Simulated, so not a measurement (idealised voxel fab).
voxel wiring stack: a process module
The figure presents cross-section cut, which has a width of 260 nm and is divided into square cells with an edge length of 5 nm.
Square cells in a grid make up a cross-section in this document, and the grid is given as bands, listed from the top down, each one or more rows of cells. Basically the band line says how high the top is and how high the bottom is, in nm, and then what's in it from left to right, every material with its width in nm. Empty space shows up as "empty", and if a single material carries "throughout" it runs the full band edge to edge. All heights in this document are referenced to 0, defined as the level beneath which the wafer, as received, consists entirely of one material. The lowest band is not bounded below; it extends indefinitely downward and is written in the form "from 0 down". Note: "30..40" means the width goes from the first number (top row of the band) to the second number (bottom row) in equal steps per row of cells. The cross-section has no changed cell in any step marked "no change occurred". Empty spaces counting at least 8 cells and having no open way to the top are listed in "Entrapped void list". The notation width x height at distance is used for each, the distance being from the left edge and all three values in nm. Where a step's line continues beyond its settings, the continuation is a remark by the simulator itself on that step. A step line may carry the setting "overlay nm", which, for steps involving a mask, states the distance by which the mask lay to the right of its intended position; negative values denote displacement to the left.

# The steps planned for the process are as follows
| 1 | op RECEIVE | material Si |
| 2 | op CONFORMAL_DEP | material SiO2 | thk nm 10 |
| 3 | op CONFORMAL_DEP | material SiCN | thk nm 5 |
| 4 | op DIRECTIONAL_DEP | material SiO2 | thk nm 25 |
| 5 | op MASKED_ETCH | tone open | mask id METAL_1 | width nm 30 | pitch nm 55 | etch materials SiO2 | depth nm 25 | overlay nm 0 |
| 6 | op MASKED_ETCH | tone open | mask id METAL_1 | width nm 30 | pitch nm 55 | etch materials SiCN | depth nm 5 | overlay nm 0 |
| 7 | op CONFORMAL_DEP | material TiN | thk nm 5 |
| 8 | op FILL_DEP | material Cu | thk nm 5 |
| 9 | op CMP | height nm 40 |
| 10 | op CONFORMAL_DEP | material SiCN | thk nm 5 |
| 11 | op DIRECTIONAL_DEP | material SiO2 | thk nm 35 |
| 12 | op PATTERN | tone open | mask id METAL_2_HOLES | material resist | width nm 15 | pitch nm 55 | thk nm 15 | overlay nm 0 |
| 13 | op DIRECTIONAL_ETCH | etch materials SiO2 | depth nm 35 |
| 14 | op STRIP | etch materials resist |
| 15 | op PATTERN | tone open | mask id METAL_2 | material resist | width nm 30 | pitch nm 55 | thk nm 20 | overlay nm 0 |
| 16 | op DIRECTIONAL_ETCH | etch materials SiO2 | depth nm 20 |
| 17 | op DIRECTIONAL_ETCH | etch materials SiCN | depth nm 5 |
| 18 | op STRIP | etch materials resist |
| 19 | op CONFORMAL_DEP | material TiN | thk nm 5 |
| 20 | op FILL_DEP | material Ru | thk nm 5 |
| 21 | op CMP | height nm 80 |
| 22 | op CONFORMAL_DEP | material SiCN | thk nm 5 |
| 23 | op DIRECTIONAL_DEP | material SiO2 | thk nm 25 |
| 24 | op PATTERN | tone open | mask id METAL_3 | material resist | width nm 30 | pitch nm 55 | thk nm 15 | overlay nm 0 |
| 25 | op DIRECTIONAL_ETCH | etch materials SiO2 | depth nm 15 |
| 26 | op STRIP | etch materials resist |
| 27 | op PATTERN | tone open | mask id METAL_3_HOLES | material resist | width nm 15 | pitch nm 55 | thk nm 20 | overlay nm 0 |
| 28 | op DIRECTIONAL_ETCH | etch materials SiO2 | depth nm 10 |
| 29 | op DIRECTIONAL_ETCH | etch materials SiCN | depth nm 5 |
| 30 | op STRIP | etch materials resist |
| 31 | op CONFORMAL_DEP | material TiN | thk nm 5 |
| 32 | op FILL_DEP | material Ru | thk nm 5 |
| 33 | op CMP | height nm 110 |
| 34 | op CONFORMAL_DEP | material SiCN | thk nm 5 |

# Incoming wafer, cross-sectional view, post step 1
	from 0 down: Si throughout
	Entrapped void list: none

# Cross-section taken at module completion on the first of two wafers; processed per the plan
	from 115 to 110: SiCN throughout
	from 110 to 100: SiO2=30 / TiN=5 / Ru=20 / TiN=5 / SiO2=25 / TiN=5 / Ru=20 / TiN=5 / SiO2=25 / TiN=5 / Ru=20 / TiN=5 / SiO2=25 / TiN=5 / Ru=20 / TiN=5 / SiO2=35
	from 100 to 95: SiO2=30 / TiN=5 / Ru=5 / TiN=20 / SiO2=25 / TiN=5 / Ru=5 / TiN=20 / SiO2=25 / TiN=5 / Ru=5 / TiN=20 / SiO2=25 / TiN=5 / Ru=5 / TiN=20 / SiO2=35
	from 95 to 85: SiO2=30 / TiN=5 / Ru=5 / TiN=5 / SiO2=40 / TiN=5 / Ru=5 / TiN=5 / SiO2=40 / TiN=5 / Ru=5 / TiN=5 / SiO2=40 / TiN=5 / Ru=5 / TiN=5 / SiO2=50
	from 85 to 80: SiCN=30 / TiN=15 / SiCN=40 / TiN=15 / SiCN=40 / TiN=15 / SiCN=40 / TiN=15 / SiCN=50
	from 80 to 65: SiO2=30 / TiN=5 / Ru=20 / TiN=5 / SiO2=25 / TiN=5 / Ru=20 / TiN=5 / SiO2=25 / TiN=5 / Ru=20 / TiN=5 / SiO2=25 / TiN=5 / Ru=20 / TiN=5 / SiO2=35
	from 65 to 60: SiO2=30 / TiN=5 / Ru=5 / TiN=20 / SiO2=25 / TiN=5 / Ru=5 / TiN=20 / SiO2=25 / TiN=5 / Ru=5 / TiN=20 / SiO2=25 / TiN=5 / Ru=5 / TiN=20 / SiO2=35
	from 60 to 45: SiO2=30 / TiN=5 / Ru=5 / TiN=5 / SiO2=40 / TiN=5 / Ru=5 / TiN=5 / SiO2=40 / TiN=5 / Ru=5 / TiN=5 / SiO2=40 / TiN=5 / Ru=5 / TiN=5 / SiO2=50
	from 45 to 40: SiCN=30 / TiN=15 / SiCN=40 / TiN=15 / SiCN=40 / TiN=15 / SiCN=40 / TiN=15 / SiCN=50
	from 40 to 15: SiO2=30 / TiN=5 / Cu=20 / TiN=5 / SiO2=25 / TiN=5 / Cu=20 / TiN=5 / SiO2=25 / TiN=5 / Cu=20 / TiN=5 / SiO2=25 / TiN=5 / Cu=20 / TiN=5 / SiO2=35
	from 15 to 10: SiCN=30 / TiN=30 / SiCN=25 / TiN=30 / SiCN=25 / TiN=30 / SiCN=25 / TiN=30 / SiCN=35
	from 10 to 0: SiO2 throughout
	from 0 down: Si throughout
	Entrapped void list: none

# This is the second of the two wafers, cross-sectioned at the end of the module; it started exactly like the first and was given the same plan, but it was run with one mistake
	from 115 to 110: SiCN throughout
	from 110 to 100: SiO2=30 / TiN=5 / Ru=20 / TiN=5 / SiO2=25 / TiN=5 / Ru=20 / TiN=5 / SiO2=25 / TiN=5 / Ru=20 / TiN=5 / SiO2=25 / TiN=5 / Ru=20 / TiN=5 / SiO2=35
	from 100 to 95: SiO2=30 / TiN=5 / Ru=5 / TiN=20 / SiO2=25 / TiN=5 / Ru=5 / TiN=20 / SiO2=25 / TiN=5 / Ru=5 / TiN=20 / SiO2=25 / TiN=5 / Ru=5 / TiN=20 / SiO2=35
	from 95 to 85: SiO2=30 / TiN=5 / Ru=5 / TiN=5 / SiO2=40 / TiN=5 / Ru=5 / TiN=5 / SiO2=40 / TiN=5 / Ru=5 / TiN=5 / SiO2=40 / TiN=5 / Ru=5 / TiN=5 / SiO2=50
	from 85 to 80: SiCN=30 / TiN=15 / SiCN=40 / TiN=15 / SiCN=40 / TiN=15 / SiCN=40 / TiN=15 / SiCN=50
	from 80 to 65: SiO2=30 / TiN=5 / Ru=20 / TiN=5 / SiO2=25 / TiN=5 / Ru=20 / TiN=5 / SiO2=25 / TiN=5 / Ru=20 / TiN=5 / SiO2=25 / TiN=5 / Ru=20 / TiN=5 / SiO2=35
	from 65 to 60: SiO2=30 / TiN=5 / Ru=5 / TiN=20 / SiO2=25 / TiN=5 / Ru=5 / TiN=20 / SiO2=25 / TiN=5 / Ru=5 / TiN=20 / SiO2=25 / TiN=5 / Ru=5 / TiN=20 / SiO2=35
	from 60 to 45: SiO2=30 / TiN=5 / Ru=5 / TiN=5 / SiO2=40 / TiN=5 / Ru=5 / TiN=5 / SiO2=40 / TiN=5 / Ru=5 / TiN=5 / SiO2=40 / TiN=5 / Ru=5 / TiN=5 / SiO2=50
	from 45 to 40: SiCN=30 / TiN=15 / SiCN=40 / TiN=15 / SiCN=40 / TiN=15 / SiCN=40 / TiN=15 / SiCN=50
	from 40 to 35: Cu throughout
	from 35 to 30: TiN=35 / Cu=20 / TiN=35 / Cu=20 / TiN=35 / Cu=20 / TiN=35 / Cu=20 / TiN=40
	from 30 to 15: SiO2=30 / TiN=5 / Cu=20 / TiN=5 / SiO2=25 / TiN=5 / Cu=20 / TiN=5 / SiO2=25 / TiN=5 / Cu=20 / TiN=5 / SiO2=25 / TiN=5 / Cu=20 / TiN=5 / SiO2=35
	from 15 to 10: SiCN=30 / TiN=30 / SiCN=25 / TiN=30 / SiCN=25 / TiN=30 / SiCN=25 / TiN=30 / SiCN=35
	from 10 to 0: SiO2 throughout
	from 0 down: Si throughout
	Entrapped void list: none
Error vs. plan: in deviation from the planned setting, step 4 was conducted as op DIRECTIONAL_DEP | material SiO2 | thk nm 15
Count the cells at the end and the second wafer has more or fewer of some materials than the first: Cu: 36 more; SiO2: 56 fewer; TiN: 20 more
